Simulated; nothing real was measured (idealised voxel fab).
The name of this process module is voxel lift off.
The cross-section shown here is cut; it is 170 nm wide and divided into square cells measuring 5 nm on a side.
Just so we're on the same page, the cross-sections are grids of square cells, and they're listed out in bands top to bottom, each band one or more rows deep.
Top, bottom (nm), then materials left to right with widths (nm); lone material tagged "full width" fills the whole band edge to edge; "air" = empty space.
Convention: height 0 is the level below which the wafer, as received, is all one material. The lowest band does not terminate at the bottom but continues downward, represented as "top 0, no bottom".
Quick explanation for "30 to 40": the width changes in equal steps down the rows of cells, from the first number in the band's top row to the second number in its bottom row.
Any step labelled "nothing was modified" changed none of the cells in the cross-section.
Empty spaces without an open route to the top, at least 8 cells in extent, make up the entry "Entrapped voids"; each is given as width x height at distance, where the distance is measured from the left edge, and all are in nm.
Formally, on a step line, whatever follows the settings is a remark that the simulator itself makes on the step.
Regarding "overlay nm": on a step with a mask, it is the distance the mask lay to the right of its planned place; a negative value places it to the left.

-- Process steps foreseen in the plan
1. RECEIVE: material Si
2. CONFORMAL_DEP: material SiO2, thk nm 15
3. PATTERN: tone open, mask id LINES, material resist, width nm 25, pitch nm 55, thk nm 15, overlay nm 0
4. DIRECTIONAL_DEP: material Ru, thk nm 5
5. STRIP: etch materials resist
6. CONFORMAL_DEP: material SiO2, thk nm 5

-- Wafer as received: cross-section following step 1
	top 0, no bottom | Si full width
	Entrapped voids: none

-- Run as planned - first of the two wafers cross-sectioned at the end of the module
	top 25, bottom 20 | air 10 nm, then SiO2 35 nm, then air 20 nm, then SiO2 35 nm, then air 20 nm, then SiO2 35 nm, then air 15 nm
	top 20, bottom 15 | SiO2 15 nm, then Ru 25 nm, then SiO2 30 nm, then Ru 25 nm, then SiO2 30 nm, then Ru 25 nm, then SiO2 20 nm
	top 15, bottom 0 | SiO2 full width
	top 0, no bottom | Si full width
	Entrapped voids: none

-- This cross-section belongs to the second wafer of two at the end of the module; the start and the plan were shared with the first, and the run included one mistake
	top 25, bottom 20 | air 15 nm, then SiO2 35 nm, then air 20 nm, then SiO2 35 nm, then air 20 nm, then SiO2 35 nm, then air 10 nm
	top 20, bottom 15 | SiO2 20 nm, then Ru 25 nm, then SiO2 30 nm, then Ru 25 nm, then SiO2 30 nm, then Ru 25 nm, then SiO2 15 nm
	top 15, bottom 0 | SiO2 full width
	top 0, no bottom | Si full width
	Entrapped voids: none
So what did we get wrong on this run? step 3 was run on a setting that differed from the plan, and what really ran there is PATTERN: tone open, mask id LINES, material resist, width nm 25, pitch nm 55, thk nm 15, overlay nm 5
By the end, you'd get the same cell count for each material on either wafer, but the second wafer puts them somewhere else.
